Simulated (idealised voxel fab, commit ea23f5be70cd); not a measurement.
Process module name: voxel self aligned contacts
cross-section cut | 285 nm wide | cells 5 nm
A cross-section is a grid of square cells, given in bands from the top down. A band is one or more rows of cells.
Within each band entry, the heights of the top and of the bottom of the band appear first, in that order and in nm; the materials of the band then follow from left to right, each with its corresponding width in nm. The designation "edge to edge" on a single material indicates that it fills the band from edge to edge; the designation "air" indicates empty space.
It should be noted that heights are counted from 0, beneath which the wafer as supplied is of one material throughout, and that the lowest band possesses no lower boundary but continues downward, as written in "0 nm and below".
Think of "30..40" as a width that walks from the first number to the second as you go down the band, top row to bottom row, taking equal-sized steps from row to row.
"no modifications" (step): cross-section cells unchanged, all of them.
"Closed voids list" - sealed voids, min. 8 cells, no opening to top; format: width x height at distance (distance from left edge; nm throughout).
Text after the settings on a step's line: the simulator's own remark on that step.
Among the settings permitted on a step's line is "overlay nm"; applied to a step with a mask, it specifies the extent to which the mask lay to the right of its planned position, whereas a negative figure signifies a position to the left.

INTENDED PROCESS STEPS
step 1: RECEIVE | material Si
step 2: OXIDIZE | depth nm 5
step 3: DIRECTIONAL_DEP | material polySi | thk nm 20
step 4: DIRECTIONAL_DEP | material SiN | thk nm 20
step 5: PATTERN | tone cover | mask id GATE | material resist | width nm 30 | pitch nm 65 | thk nm 20 | overlay nm 0
step 6: DIRECTIONAL_ETCH | etch materials SiN | depth nm 20
step 7: DIRECTIONAL_ETCH | etch materials polySi | depth nm 20
step 8: STRIP | etch materials resist
step 9: CONFORMAL_DEP | material SiN | thk nm 10
step 10: DIRECTIONAL_ETCH | etch materials SiN | depth nm 10
step 11: FILL_DEP | material SiO2 | thk nm 15
step 12: CMP | height nm 50
step 13: MASKED_ETCH | tone open | mask id CONTACT | width nm 45 | etch materials SiO2 | depth nm 55 | overlay nm 0
step 14: CONFORMAL_DEP | material TiN | thk nm 5
step 15: FILL_DEP | material W | thk nm 10
step 16: CMP | height nm 50
step 17: CONFORMAL_DEP | material SiN | thk nm 5

WAFER AS RECEIVED: CROSS-SECTION FOLLOWING STEP 1
- 0 nm and below = Si edge to edge
- Closed voids list: none

THE FIRST OF TWO WAFERS, CROSS-SECTIONED AT THE END OF THE MODULE, WITH THE RUN PROCEEDING AS PLANNED
- 55 nm to 50 nm = SiN edge to edge
- 50 nm to 40 nm = 120 of SiO2  5..20 of TiN  35..5 of W  5..20 of TiN  120 of SiO2
- 40 nm to 20 nm = 85 of SiO2  50 of SiN  5 of TiN  5 of W  5 of TiN  50 of SiN  85 of SiO2
- 20 nm to 0 nm = 85 of SiO2  10 of SiN  30 of polySi  10 of SiN  5 of TiN  5 of W  5 of TiN  10 of SiN  30 of polySi  10 of SiN  85 of SiO2
- 0 nm to -5 nm = 135 of SiO2  15 of TiN  135 of SiO2
- -5 nm and below = Si edge to edge
- Closed voids list: none

SAME START, SAME PLAN AS THE FIRST WAFER - BUT ONE MISTAKE IN THE RUN. CROSS-SECTION OF THE SECOND OF THE TWO AT THE END OF THE MODULE
- 55 nm to 50 nm = SiN edge to edge
- 50 nm to 35 nm = 85 of SiO2  50 of SiN  5 of TiN  5 of W  5 of TiN  50 of SiN  85 of SiO2
- 35 nm to 30 nm = 85 of SiO2  50 of SiN  15 of TiN  50 of SiN  85 of SiO2
- 30 nm to 20 nm = SiN edge to edge
- 20 nm to 0 nm = polySi edge to edge
- 0 nm to -5 nm = SiO2 edge to edge
- -5 nm and below = Si edge to edge
- Closed voids list: none
Diagnosis: step 4 was not run as planned; what actually ran was DIRECTIONAL_DEP | material SiN | thk nm 30
Final difference in cells, second wafer against first, listed per material as more or fewer: SiN: 82 more; SiO2: 229 fewer; TiN: 20 fewer; W: 13 fewer; polySi: 180 more
